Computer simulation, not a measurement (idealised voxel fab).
process module | voxel released beams
cross-section cut | 260 nm wide | cells 5 nm
A cross-section is a grid of square cells, given in bands from the top down. A band is one or more rows of cells.
Each band's line starts with the height of the band's top and of its bottom, in nm. Then come its materials from left to right, each with its width in nm. One material with "throughout" fills the band from edge to edge. "air" is empty space.
Height 0 is the level under which the wafer as received is all one material. The lowest band goes on downwards, as in "0 down".
A width such as "30 to 40" changes by the same amount from each row of cells to the next, from the band's top row to its bottom row.
"no change" after a step means that no cell of the cross-section changed.
closed voids: empty space of 8 cells or more with no open way to the top, each as width x height at its distance from the left edge, in nm
after a step's settings: what the simulator itself notes on the step
overlay nm, on a step with a mask: how far to the right of its planned place the mask lay; to the left if negative
plan
1 op RECEIVE | material Si
2 op CONFORMAL_DEP | material SiN | thk nm 10
3 op DIRECTIONAL_DEP | material SiO2 | thk nm 20
4 op PATTERN | tone open | mask id ANCHOR | material resist | width nm 45 | thk nm 15 | overlay nm 0
5 op DIRECTIONAL_ETCH | etch materials SiO2 | depth nm 20
6 op STRIP | etch materials resist
7 op CONFORMAL_DEP | material polySi | thk nm 15
8 op DIRECTIONAL_DEP | material aC | thk nm 10
9 op PATTERN | tone cover | mask id BEAM | material resist | width nm 95 | thk nm 25 | overlay nm 0
10 op DIRECTIONAL_ETCH | etch materials aC | depth nm 10
11 op STRIP | etch materials resist
12 op DIRECTIONAL_ETCH | etch materials polySi | depth nm 15
13 op STRIP | etch materials aC
14 op STRIP | etch materials SiO2
as received, after step 1
  0 down: Si throughout
  closed voids: none
first wafer at the end, as planned
  45 to 30: air 80 | polySi 20 | air 15 | polySi 60 | air 85
  30 to 25: air 85 | polySi 15 | air 15 | polySi 15 | air 130
  25 to 10: air 85 | polySi 45 | air 130
  10 to 0: SiN throughout
  0 down: Si throughout
  closed voids: none
second wafer at the end: like start, like plan, one mistake
  45 to 30: air 80 | polySi 15 | air 15 | polySi 65 | air 85
  30 to 25: air 80 | polySi 15 | air 15 | polySi 15 | air 135
  25 to 10: air 80 | polySi 45 | air 135
  10 to 0: SiN throughout
  0 down: Si throughout
  closed voids: none
what went wrong: step 4 ran as: op PATTERN | tone open | mask id ANCHOR | material resist | width nm 45 | thk nm 15 | overlay nm -5
at the end the second wafer has, in cells: as many of each material as the first, in other places
